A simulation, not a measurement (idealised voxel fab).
Process module name: voxel self aligned vias
The figure presents cross-section cut, which has a width of 220 nm and is divided into square cells with an edge length of 5 nm.
Heads up, the way a cross-section reads in here is a grid of square cells, handed over as bands from the top down, with every band being one or more rows of cells. The band entry comprises the height of the band's top followed by the height of its bottom, expressed in nm, and subsequently the band's materials from left to right, each stated together with its width in nm. Where a single material is marked with the word "everywhere", that material fills the band from edge to edge. The word "air" represents empty space. Convention: height 0 is the level below which the wafer, as received, is all one material. The lowest band does not terminate at the bottom but continues downward, represented as "0..down". The notation "30->40" denotes a width that varies across the rows of cells in the band, beginning at the first number in the top row, finishing at the second number in the bottom row, and changing by an identical amount from each row to the next. Given "remained unchanged" for a step, no cell of the cross-section differs between before and after that step. "Unvented voids" contains a list of empty spaces, each no smaller than 8 cells and without an open way to the top, written in the form width x height at distance with the distance from the left edge and all three in nm. Heads up: the bit after the settings on a step's line is the simulator's remark on that step. When a step includes a mask, the "overlay nm" setting on its line states how far to the right of its planned place that mask lay, and negative values state how far to the left.
### Listed below are the process steps as planned
| 1 | RECEIVE | material Si |
| 2 | CONFORMAL_DEP | material SiO2 | thk nm 10 |
| 3 | CONFORMAL_DEP | material SiCN | thk nm 5 |
| 4 | DIRECTIONAL_DEP | material lowk | thk nm 25 |
| 5 | PATTERN | tone open | mask id LINES | material resist | width nm 20 | pitch nm 65 | thk nm 15 | overlay nm 0 |
| 6 | DIRECTIONAL_ETCH | etch materials lowk | depth nm 25 |
| 7 | STRIP | etch materials resist |
| 8 | CONFORMAL_DEP | material TiN | thk nm 5 |
| 9 | FILL_DEP | material Ru | thk nm 10 |
| 10 | CMP | height nm 40 |
| 11 | SELECTIVE_ETCH | etch materials W Ru TiN | depth nm 10 |
| 12 | FILL_DEP | material SiN | thk nm 10 |
| 13 | CMP | height nm 40 |
| 14 | DIRECTIONAL_DEP | material lowk | thk nm 20 |
| 15 | DIRECTIONAL_DEP | material aC | thk nm 10 |
| 16 | PATTERN | tone open | mask id VIAS | material resist | width nm 40 | thk nm 25 | overlay nm 0 |
| 17 | DIRECTIONAL_ETCH | etch materials aC | depth nm 10 |
| 18 | STRIP | etch materials resist |
| 19 | DIRECTIONAL_ETCH | etch materials lowk | depth nm 20 |
| 20 | DIRECTIONAL_ETCH | etch materials SiN | depth nm 10 |
| 21 | STRIP | etch materials aC |
| 22 | CONFORMAL_DEP | material TiN | thk nm 5 |
| 23 | FILL_DEP | material W | thk nm 5 |
| 24 | CMP | height nm 60 |
| 25 | CONFORMAL_DEP | material SiCN | thk nm 5 |
### Run as planned: first of two wafers
### Cross-section of the wafer at receipt, which is the condition after step 1
	0..down  Si everywhere
	Unvented voids: none
### Cross-section of the wafer subsequent to step 2
	10..0  SiO2 everywhere
	At heights below 0, the structure remains unaltered.
### Cross-section of the wafer subsequent to step 3
	15..10  SiCN everywhere
	At heights below 10, the structure remains unaltered.
### Cross-section of the wafer subsequent to step 4
	40..15  lowk everywhere
	At heights below 15, the structure remains unaltered.
### Cross-section of the wafer subsequent to step 5
	55..40  65 of resist, then 20 of air, then 45 of resist, then 20 of air, then 70 of resist
	At heights below 40, the structure remains unaltered.
### Cross-section of the wafer subsequent to step 6
	55..40  65 of resist, then 20 of air, then 45 of resist, then 20 of air, then 70 of resist
	40..15  65 of lowk, then 20 of air, then 45 of lowk, then 20 of air, then 70 of lowk
	At heights below 15, the structure remains unaltered.
### Cross-section of the wafer subsequent to step 7
	40..15  65 of lowk, then 20 of air, then 45 of lowk, then 20 of air, then 70 of lowk
	At heights below 15, the structure remains unaltered.
### Cross-section of the wafer subsequent to step 8
	45..40  70 of TiN, then 10 of air, then 55 of TiN, then 10 of air, then 75 of TiN
	40..20  65 of lowk, then 5 of TiN, then 10 of air, then 5 of TiN, then 45 of lowk, then 5 of TiN, then 10 of air, then 5 of TiN, then 70 of lowk
	20..15  65 of lowk, then 20 of TiN, then 45 of lowk, then 20 of TiN, then 70 of lowk
	At heights below 15, the structure remains unaltered.
### Cross-section of the wafer subsequent to step 9
	55..45  Ru everywhere
	45..40  70 of TiN, then 10 of Ru, then 55 of TiN, then 10 of Ru, then 75 of TiN
	40..20  65 of lowk, then 5 of TiN, then 10 of Ru, then 5 of TiN, then 45 of lowk, then 5 of TiN, then 10 of Ru, then 5 of TiN, then 70 of lowk
	At heights below 20, the structure remains unaltered.
### Cross-section of the wafer subsequent to step 10
	40..20  65 of lowk, then 5 of TiN, then 10 of Ru, then 5 of TiN, then 45 of lowk, then 5 of TiN, then 10 of Ru, then 5 of TiN, then 70 of lowk
	At heights below 20, the structure remains unaltered.
### Cross-section of the wafer subsequent to step 11
	40..30  65 of lowk, then 20 of air, then 45 of lowk, then 20 of air, then 70 of lowk
	At heights below 30, the structure remains unaltered.
### Cross-section of the wafer subsequent to step 12
	50..40  SiN everywhere
	40..30  65 of lowk, then 20 of SiN, then 45 of lowk, then 20 of SiN, then 70 of lowk
	At heights below 30, the structure remains unaltered.
### Cross-section of the wafer subsequent to step 13
	40..30  65 of lowk, then 20 of SiN, then 45 of lowk, then 20 of SiN, then 70 of lowk
	At heights below 30, the structure remains unaltered.
### Cross-section of the wafer subsequent to step 14
	60..40  lowk everywhere
	At heights below 40, the structure remains unaltered.
### Cross-section of the wafer subsequent to step 15
	70..60  aC everywhere
	At heights below 60, the structure remains unaltered.
### Cross-section of the wafer subsequent to step 16
	95..70  55 of resist, then 40 of air, then 125 of resist
	At heights below 70, the structure remains unaltered.
### Cross-section of the wafer subsequent to step 17
	85..70  55 of resist, then 40 of air, then 125 of resist
	70..60  55 of aC, then 40 of air, then 125 of aC
	At heights below 60, the structure remains unaltered.
### Cross-section of the wafer subsequent to step 18
	70..60  55 of aC, then 40 of air, then 125 of aC
	At heights below 60, the structure remains unaltered.
### Cross-section of the wafer subsequent to step 19
	70..60  55 of aC, then 40 of air, then 125 of aC
	60..40  55 of lowk, then 40 of air, then 125 of lowk
	At heights below 40, the structure remains unaltered.
### Cross-section of the wafer subsequent to step 20
	70..60  55 of aC, then 40 of air, then 125 of aC
	60..40  55 of lowk, then 40 of air, then 125 of lowk
	40..30  65 of lowk, then 20 of air, then 45 of lowk, then 20 of SiN, then 70 of lowk
	At heights below 30, the structure remains unaltered.
### Cross-section of the wafer subsequent to step 21
	60..40  55 of lowk, then 40 of air, then 125 of lowk
	At heights below 40, the structure remains unaltered.
### Cross-section of the wafer subsequent to step 22
	65..60  60 of TiN, then 30 of air, then 130 of TiN
	60..45  55 of lowk, then 5 of TiN, then 30 of air, then 5 of TiN, then 125 of lowk
	45..40  55 of lowk, then 15 of TiN, then 10 of air, then 15 of TiN, then 125 of lowk
	40..35  65 of lowk, then 5 of TiN, then 10 of air, then 5 of TiN, then 45 of lowk, then 20 of SiN, then 70 of lowk
	35..30  65 of lowk, then 20 of TiN, then 45 of lowk, then 20 of SiN, then 70 of lowk
	At heights below 30, the structure remains unaltered.
### Cross-section of the wafer subsequent to step 23
	70..65  W everywhere
	65..60  60 of TiN, then 30 of W, then 130 of TiN
	60..45  55 of lowk, then 5 of TiN, then 30 of W, then 5 of TiN, then 125 of lowk
	45..40  55 of lowk, then 15 of TiN, then 10 of W, then 15 of TiN, then 125 of lowk
	40..35  65 of lowk, then 5 of TiN, then 10 of W, then 5 of TiN, then 45 of lowk, then 20 of SiN, then 70 of lowk
	At heights below 35, the structure remains unaltered.
### Cross-section of the wafer subsequent to step 24
	60..45  55 of lowk, then 5 of TiN, then 30 of W, then 5 of TiN, then 125 of lowk
	At heights below 45, the structure remains unaltered.
### Cross-section of the wafer subsequent to step 25
	65..60  SiCN everywhere
	At heights below 60, the structure remains unaltered.
### What follows concerns the second wafer, which started out like the first and was meant to follow the very same plan; one mistake crept in when it was run, but everything up to and including step 8 is the same as for the first wafer
### Cross-section: second wafer, time at which step 9 was scheduled to end
	55..45  SiO2 everywhere
	45..40  70 of TiN, then 10 of SiO2, then 55 of TiN, then 10 of SiO2, then 75 of TiN
	40..20  65 of lowk, then 5 of TiN, then 10 of SiO2, then 5 of TiN, then 45 of lowk, then 5 of TiN, then 10 of SiO2, then 5 of TiN, then 70 of lowk
	At heights below 20, the structure remains unaltered.
### Cross-section: second wafer, time at which step 10 was scheduled to end
	40..20  65 of lowk, then 5 of TiN, then 10 of SiO2, then 5 of TiN, then 45 of lowk, then 5 of TiN, then 10 of SiO2, then 5 of TiN, then 70 of lowk
	At heights below 20, the structure remains unaltered.
### Cross-section: second wafer, time at which step 11 was scheduled to end
	40..30  65 of lowk, then 5 of air, then 10 of SiO2, then 5 of air, then 45 of lowk, then 5 of air, then 10 of SiO2, then 5 of air, then 70 of lowk
	At heights below 30, the structure remains unaltered.
### Cross-section: second wafer, time at which step 12 was scheduled to end
	50..40  SiN everywhere
	40..30  65 of lowk, then 5 of SiN, then 10 of SiO2, then 5 of SiN, then 45 of lowk, then 5 of SiN, then 10 of SiO2, then 5 of SiN, then 70 of lowk
	At heights below 30, the structure remains unaltered.
### Cross-section: second wafer, time at which step 13 was scheduled to end
	40..30  65 of lowk, then 5 of SiN, then 10 of SiO2, then 5 of SiN, then 45 of lowk, then 5 of SiN, then 10 of SiO2, then 5 of SiN, then 70 of lowk
	At heights below 30, the structure remains unaltered.
### Cross-section: second wafer, time at which step 14 was scheduled to end
	60..40  lowk everywhere
	At heights below 40, the structure remains unaltered.
### Cross-section: second wafer, time at which step 15 was scheduled to end
	70..60  aC everywhere
	At heights below 60, the structure remains unaltered.
### Cross-section: second wafer, time at which step 16 was scheduled to end
	95..70  55 of resist, then 40 of air, then 125 of resist
	At heights below 70, the structure remains unaltered.
### Cross-section: second wafer, time at which step 17 was scheduled to end
	85..70  55 of resist, then 40 of air, then 125 of resist
	70..60  55 of aC, then 40 of air, then 125 of aC
	At heights below 60, the structure remains unaltered.
### Cross-section: second wafer, time at which step 18 was scheduled to end
	70..60  55 of aC, then 40 of air, then 125 of aC
	At heights below 60, the structure remains unaltered.
### Cross-section: second wafer, time at which step 19 was scheduled to end
	70..60  55 of aC, then 40 of air, then 125 of aC
	60..40  55 of lowk, then 40 of air, then 125 of lowk
	At heights below 40, the structure remains unaltered.
### Cross-section: second wafer, time at which step 20 was scheduled to end
	70..60  55 of aC, then 40 of air, then 125 of aC
	60..40  55 of lowk, then 40 of air, then 125 of lowk
	40..30  65 of lowk, then 5 of air, then 10 of SiO2, then 5 of air, then 45 of lowk, then 5 of SiN, then 10 of SiO2, then 5 of SiN, then 70 of lowk
	At heights below 30, the structure remains unaltered.
### Cross-section: second wafer, time at which step 21 was scheduled to end
	60..40  55 of lowk, then 40 of air, then 125 of lowk
	At heights below 40, the structure remains unaltered.
### Cross-section: second wafer, time at which step 22 was scheduled to end
	65..60  60 of TiN, then 30 of air, then 130 of TiN
	60..45  55 of lowk, then 5 of TiN, then 30 of air, then 5 of TiN, then 125 of lowk
	45..40  55 of lowk, then 40 of TiN, then 125 of lowk
	40..30  65 of lowk, then 5 of TiN, then 10 of SiO2, then 5 of TiN, then 45 of lowk, then 5 of SiN, then 10 of SiO2, then 5 of SiN, then 70 of lowk
	At heights below 30, the structure remains unaltered.
### Cross-section: second wafer, time at which step 23 was scheduled to end
	70..65  W everywhere
	65..60  60 of TiN, then 30 of W, then 130 of TiN
	60..45  55 of lowk, then 5 of TiN, then 30 of W, then 5 of TiN, then 125 of lowk
	At heights below 45, the structure remains unaltered.
### Cross-section: second wafer, time at which step 24 was scheduled to end
	60..45  55 of lowk, then 5 of TiN, then 30 of W, then 5 of TiN, then 125 of lowk
	At heights below 45, the structure remains unaltered.
### Cross-section: second wafer, time at which step 25 was scheduled to end
	65..60  SiCN everywhere
	At heights below 60, the structure remains unaltered.
Error vs. plan: step 9 was processed under conditions differing from the plan, specifically as FILL_DEP | material SiO2 | thk nm 10
Final cells, second wafer relative to first, materials higher or lower: Ru -8; SiN -4; SiO2 +16; W -4
